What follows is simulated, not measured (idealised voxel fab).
Process module in this document: voxel wiring stack
The cross-section shown here is cut; it is 280 nm wide and divided into square cells measuring 5 nm on a side.
Bands, listed from the top down, are how a cross-section gets written in this document; the cross-section itself is a grid of square cells, and a band is one or more rows of them.
Per band: top height and bottom height in nm, followed by the left-to-right materials and their widths in nm; "everywhere" marks a single material spanning edge to edge, "air" marks empty space.
Basically, 0 is our baseline, since under it the wafer straight out of the box is all one material. The bottom band has no lower end and keeps on going down, so it looks like "0 down".
Quick explanation for "30 to 40": the width changes in equal steps down the rows of cells, from the first number in the band's top row to the second number in its bottom row.
What does "nothing got changed" mean for a step? It means no cell of the cross-section changed in that step.
Enclosed voids (no open way to top), threshold 8 cells or more, entry "Entrapped voids", notation width x height at distance, distance from left edge, nm.
Text after the settings on a step's line: the simulator's own remark on that step.
"overlay nm" denotes, for a step that has a mask, the displacement of the mask to the right of its planned place, with negative values corresponding to the left.

Here's what the planned process steps look like:
| 1 | RECEIVE (material Si) |
| 2 | CONFORMAL_DEP (material SiO2; thk nm 10) |
| 3 | CONFORMAL_DEP (material SiN; thk nm 5) |
| 4 | DIRECTIONAL_DEP (material lowk; thk nm 15) |
| 5 | DIRECTIONAL_DEP (material aC; thk nm 10) |
| 6 | PATTERN (tone open; mask id METAL_1; material resist; width nm 25; pitch nm 40; thk nm 30; overlay nm 0) |
| 7 | DIRECTIONAL_ETCH (etch materials aC; depth nm 10) |
| 8 | STRIP (etch materials resist) |
| 9 | DIRECTIONAL_ETCH (etch materials lowk; depth nm 15) |
| 10 | DIRECTIONAL_ETCH (etch materials SiN; depth nm 5) |
| 11 | STRIP (etch materials aC) |
| 12 | CONFORMAL_DEP (material TiN; thk nm 5) |
| 13 | FILL_DEP (material Cu; thk nm 5) |
| 14 | CMP (height nm 30) |
| 15 | CONFORMAL_DEP (material SiCN; thk nm 5) |
| 16 | DIRECTIONAL_DEP (material lowk; thk nm 20) |
| 17 | DIRECTIONAL_DEP (material aC; thk nm 15) |
| 18 | PATTERN (tone open; mask id PLUG_1; material resist; width nm 15; pitch nm 40; thk nm 35; overlay nm 0) |
| 19 | DIRECTIONAL_ETCH (etch materials aC; depth nm 15) |
| 20 | STRIP (etch materials resist) |
| 21 | DIRECTIONAL_ETCH (etch materials lowk; depth nm 20) |
| 22 | DIRECTIONAL_ETCH (etch materials SiCN; depth nm 5) |
| 23 | STRIP (etch materials aC) |
| 24 | CONFORMAL_DEP (material TiN; thk nm 5) |
| 25 | FILL_DEP (material Ru; thk nm 5) |
| 26 | CMP (height nm 55) |
| 27 | CONFORMAL_DEP (material SiCN; thk nm 5) |
| 28 | DIRECTIONAL_DEP (material lowk; thk nm 25) |
| 29 | MASKED_ETCH (tone open; mask id METAL_2; width nm 25; pitch nm 40; etch materials lowk; depth nm 25; overlay nm 0) |
| 30 | MASKED_ETCH (tone open; mask id METAL_2; width nm 25; pitch nm 40; etch materials SiCN; depth nm 5; overlay nm 0) |
| 31 | CONFORMAL_DEP (material TiN; thk nm 5) |
| 32 | FILL_DEP (material Cu; thk nm 5) |
| 33 | CMP (height nm 85) |
| 34 | CONFORMAL_DEP (material SiN; thk nm 5) |

Incoming wafer, cross-sectional view, post step 1:
- 0 down: Si everywhere
- Entrapped voids: none

What the wafer looks like in cross-section after this module, when it starts as shown above and follows the plan above but one mistake is made in running it:
- 90 to 85: SiN everywhere
- 85 to 60: lowk 105 nm  TiN 5 nm  Cu 15 nm  TiN 5 nm  lowk 15 nm  TiN 5 nm  Cu 15 nm  TiN 5 nm  lowk 110 nm
- 60 to 55: SiCN 105 nm  TiN 25 nm  SiCN 15 nm  TiN 25 nm  SiCN 110 nm
- 55 to 35: lowk 105 nm  TiN 5 nm  Ru 5 nm  TiN 5 nm  lowk 25 nm  TiN 5 nm  Ru 5 nm  TiN 5 nm  lowk 120 nm
- 35 to 30: SiCN 105 nm  TiN 15 nm  SiCN 25 nm  TiN 15 nm  SiCN 120 nm
- 30 to 15: Cu 100 nm  TiN 5 nm  lowk 25 nm  TiN 5 nm  Cu 5 nm  TiN 5 nm  lowk 25 nm  TiN 5 nm  Cu 105 nm
- 15 to 10: TiN 105 nm  SiN 25 nm  TiN 15 nm  SiN 25 nm  TiN 110 nm
- 10 to 0: SiO2 everywhere
- 0 down: Si everywhere
- Entrapped voids: none
Diagnosis: step 6 was not run as planned; what actually ran was PATTERN (tone cover; mask id METAL_1; material resist; width nm 25; pitch nm 40; thk nm 30; overlay nm 0)
